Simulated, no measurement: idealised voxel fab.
Herein follows the process module entitled voxel fin reveal.
FYI the section here is cut, 275 nm wide, cells are 5 nm squares.
Throughout this document, each cross-section is represented as a grid of square cells and is presented as a sequence of bands enumerated from the top downward, where a band comprises one or more rows of cells. Per band: top height and bottom height in nm, followed by the left-to-right materials and their widths in nm; "full width" marks a single material spanning edge to edge, "air" marks empty space. Ref level 0: as-received wafer is one material below here. Bottom band extends down with no lower bound ("top 0, no bottom"). The width entry "30 to 40" should be interpreted row by row: the top row of cells in the band takes the first number, the bottom row takes the second number, and the change between adjacent rows is uniform throughout. No cell of the cross-section changed in a step that is given as "nothing changed". "closed voids" lists enclosed empty spaces (at least 8 cells, no open path upward to the top), each as width x height at distance from the left edge, in nm. It should be noted that, on the line of a given step, the content following the step's settings is a remark produced by the simulator itself with respect to that step. If you see "overlay nm" on a step's line and that step has a mask, it's telling you how far right of where it was planned the mask ended up; a negative number means it went left instead.

[Here's what the planned process steps look like]
1,RECEIVE,material Si
2,CONFORMAL_DEP,material SiN,thk nm 10
3,MASKED_ETCH,tone cover,mask id FINS,width nm 15,pitch nm 40,etch materials SiN,depth nm 10,overlay nm 0
4,MASKED_ETCH,tone cover,mask id FINS,width nm 15,pitch nm 40,etch materials Si,depth nm 30,overlay nm -15
5,FILL_DEP,material SiO2,thk nm 15
6,CMP,height nm 10
7,SELECTIVE_ETCH,etch materials SiO2,depth nm 20
8,STRIP,etch materials SiN
The overlay nm used in step 4 is not the same on every wafer, whereas the starting condition is; the value printed in the plan is the first wafer's.

[Step 1 complete: as-received cross-section of the first of several wafers]
	top 0, no bottom  Si full width
	closed voids: none

[First of several wafers: cross-section at the end of the module, after step 8, its last step]
	top 0, bottom -10  air 55 nm, Si 30 nm, air 10 nm, Si 30 nm, air 10 nm, Si 30 nm, air 10 nm, Si 30 nm, air 70 nm
	top -10, bottom -30  SiO2 55 nm, Si 30 nm, SiO2 10 nm, Si 30 nm, SiO2 10 nm, Si 30 nm, SiO2 10 nm, Si 30 nm, SiO2 70 nm
	top -30, no bottom  Si full width
	closed voids: none

[End of module: cross-section, last of several wafers]
	top 0, bottom -10  air 70 nm, Si 30 nm, air 10 nm, Si 30 nm, air 10 nm, Si 30 nm, air 10 nm, Si 30 nm, air 55 nm
	top -10, bottom -30  SiO2 70 nm, Si 30 nm, SiO2 10 nm, Si 30 nm, SiO2 10 nm, Si 30 nm, SiO2 10 nm, Si 30 nm, SiO2 55 nm
	top -30, no bottom  Si full width
	closed voids: none

[Below: a row per wafer. Contents at end of module: for every material, cells gained since receipt (+) or lost since receipt (-); then closed voids]
overlay nm -15, -186 Si, +124 SiO2, closed voids: none
overlay nm -10, -210 Si, +140 SiO2, closed voids: none
overlay nm -5, -234 Si, +156 SiO2, closed voids: none
overlay nm 0, -258 Si, +172 SiO2, closed voids: none
overlay nm 5, -234 Si, +156 SiO2, closed voids: none
overlay nm 10, -210 Si, +140 SiO2, closed voids: none
overlay nm 15, -186 Si, +124 SiO2, closed voids: none
